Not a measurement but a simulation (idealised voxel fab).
Process module under the name voxel ribs on slabs
Section cut is 155 nm wide and gridded with 5 nm square cells.
A cross-section is a grid of square cells, given in bands from the top down. A band is one or more rows of cells. Band entry format. Leading values: height of top, height of bottom, nm. Remainder: materials in left-to-right order, each with its width in nm. Special words: "full width" on a single material, which then fills the band edge to edge; "blank", empty space. For the purposes of this specification, 0 denotes the height below which the wafer in its as-received condition is composed wholly of one material, and the lowermost band, lacking a lower limit, extends downward without end, as expressed in "z 0 and below". The width entry "30 to 40" should be interpreted row by row: the top row of cells in the band takes the first number, the bottom row takes the second number, and the change between adjacent rows is uniform throughout. What does "nothing altered" mean for a step? It means no cell of the cross-section changed in that step. "Closed cavities" enumerates empty spaces isolated from the top, with no open way to it, that contain at least 8 cells, giving each as width x height at distance from the left edge, all three in nm. Step line, after settings: the simulator's comment on this step. overlay nm: right-of-plan distance of the mask on a masked step; negative values mean left-of-plan.

**Steps in the process plan**
1. RECEIVE | material Si
2. DIRECTIONAL_DEP | material SiO2 | thk nm 25
3. DIRECTIONAL_DEP | material SiN | thk nm 25
4. DIRECTIONAL_DEP | material aC | thk nm 10
5. PATTERN | tone cover | mask id RIB | material resist | width nm 25 | thk nm 25 | overlay nm 0
6. DIRECTIONAL_ETCH | etch materials aC | depth nm 10
7. STRIP | etch materials resist
8. DIRECTIONAL_ETCH | etch materials SiN | depth nm 5
9. STRIP | etch materials aC
10. PATTERN | tone cover | mask id SLAB | material resist | width nm 65 | thk nm 15 | overlay nm 0
11. DIRECTIONAL_ETCH | etch materials SiN | depth nm 20
12. STRIP | etch materials resist
13. FILL_DEP | material SiO2 | thk nm 20
14. CMP | height nm 65
15. DIRECTIONAL_DEP | material TiN | thk nm 5
16. DIRECTIONAL_DEP | material aC | thk nm 10
17. PATTERN | tone cover | mask id HEATER | material resist | width nm 35 | thk nm 25 | overlay nm 0
18. DIRECTIONAL_ETCH | etch materials aC | depth nm 10
19. STRIP | etch materials resist
20. DIRECTIONAL_ETCH | etch materials TiN | depth nm 10
21. STRIP | etch materials aC
22. CONFORMAL_DEP | material SiO2 | thk nm 5
It is noted that the wafers described herein are identical at the outset and are distinguished by the thk nm of step 15; the value stated in the plan corresponds to the first wafer.

**Incoming state of the first of several wafers in cross-section: after step 1**
	z 0 and below: Si full width
	Closed cavities: none

**The figure below presents a cross-section of the first of several wafers at the conclusion of the module, following its last step, step 22**
	z 75 to 70: 55 nm blank, 45 nm SiO2, 55 nm blank
	z 70 to 65: 60 nm SiO2, 35 nm TiN, 60 nm SiO2
	z 65 to 50: SiO2 full width
	z 50 to 45: 65 nm SiO2, 25 nm SiN, 65 nm SiO2
	z 45 to 25: 45 nm SiO2, 65 nm SiN, 45 nm SiO2
	z 25 to 0: SiO2 full width
	z 0 and below: Si full width
	Closed cavities: none

**End of module: cross-section, last of several wafers**
	z 95 to 90: 55 nm blank, 45 nm SiO2, 55 nm blank
	z 90 to 85: 55 nm blank, 5 nm SiO2, 35 nm TiN, 5 nm SiO2, 55 nm blank
	z 85 to 80: 60 nm SiO2, 35 nm TiN, 60 nm SiO2
	z 80 to 65: TiN full width
	z 65 to 50: SiO2 full width
	z 50 to 45: 65 nm SiO2, 25 nm SiN, 65 nm SiO2
	z 45 to 25: 45 nm SiO2, 65 nm SiN, 45 nm SiO2
	z 25 to 0: SiO2 full width
	z 0 and below: Si full width
	Closed cavities: none

**Quick key for the table: a row per wafer, taken at the end of the module. For each material it tells you how many cells the wafer gained (+) or lost (-) since it came in, and the closed voids come after**
thk nm 5, +57 SiN, +379 SiO2, +7 TiN, Closed cavities: none
thk nm 10, +57 SiN, +381 SiO2, +14 TiN, Closed cavities: none
thk nm 15, +57 SiN, +381 SiO2, +45 TiN, Closed cavities: none
thk nm 20, +57 SiN, +381 SiO2, +76 TiN, Closed cavities: none
thk nm 25, +57 SiN, +381 SiO2, +107 TiN, Closed cavities: none
